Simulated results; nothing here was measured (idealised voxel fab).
process module | voxel spacer lines
cross-section cut | 225 nm wide | cells 5 nm
A cross-section is a grid of square cells, given in bands from the top down. A band is one or more rows of cells.
Each band's line starts with the height of the band's top and of its bottom, in nm. Then come its materials from left to right, each with its width in nm. One material with "throughout" fills the band from edge to edge. "air" is empty space.
Height 0 is the level under which the wafer as received is all one material. The lowest band goes on downwards, as in "0 down".
A width such as "30 to 40" changes by the same amount from each row of cells to the next, from the band's top row to its bottom row.
"no change" after a step means that no cell of the cross-section changed.
closed voids: empty space of 8 cells or more with no open way to the top, each as width x height at its distance from the left edge, in nm
after a step's settings: what the simulator itself notes on the step
overlay nm, on a step with a mask: how far to the right of its planned place the mask lay; to the left if negative
plan
1 op RECEIVE | material Si
2 op CONFORMAL_DEP | material Al2O3 | thk nm 10
3 op DIRECTIONAL_DEP | material polySi | thk nm 10
4 op DIRECTIONAL_DEP | material aC | thk nm 25
5 op PATTERN | tone cover | mask id MANDREL | material resist | width nm 15 | pitch nm 70 | thk nm 30 | overlay nm 0
6 op DIRECTIONAL_ETCH | etch materials aC | depth nm 25
7 op STRIP | etch materials resist
8 op CONFORMAL_DEP | material SiO2 | thk nm 10
9 op DIRECTIONAL_ETCH | etch materials SiO2 | depth nm 10
10 op STRIP | etch materials aC
11 op DIRECTIONAL_ETCH | etch materials polySi | depth nm 10
12 op STRIP | etch materials SiO2
varied across the wafers: width nm of step 5. The plan shows the first wafer's value. All wafers start alike
first wafer as received, after step 1
  0 down: Si throughout
  closed voids: none
first wafer at the end, after step 12
  20 to 10: air 60 | polySi 10 | air 15 | polySi 10 | air 35 | polySi 10 | air 15 | polySi 10 | air 60
  10 to 0: Al2O3 throughout
  0 down: Si throughout
  closed voids: none
last wafer at the end
  20 to 10: air 50 | polySi 10 | air 40 | polySi 10 | air 10 | polySi 10 | air 40 | polySi 10 | air 45
  10 to 0: Al2O3 throughout
  0 down: Si throughout
  closed voids: none
each wafer at the end: cells of each material gained (+) or lost (-) since it was received, then its closed voids
width nm 15 | +90 Al2O3 | +16 polySi | closed voids: none
width nm 20 | +90 Al2O3 | +16 polySi | closed voids: none
width nm 25 | +90 Al2O3 | +16 polySi | closed voids: none
width nm 30 | +90 Al2O3 | +16 polySi | closed voids: none
width nm 35 | +90 Al2O3 | +16 polySi | closed voids: none
width nm 40 | +90 Al2O3 | +16 polySi | closed voids: none
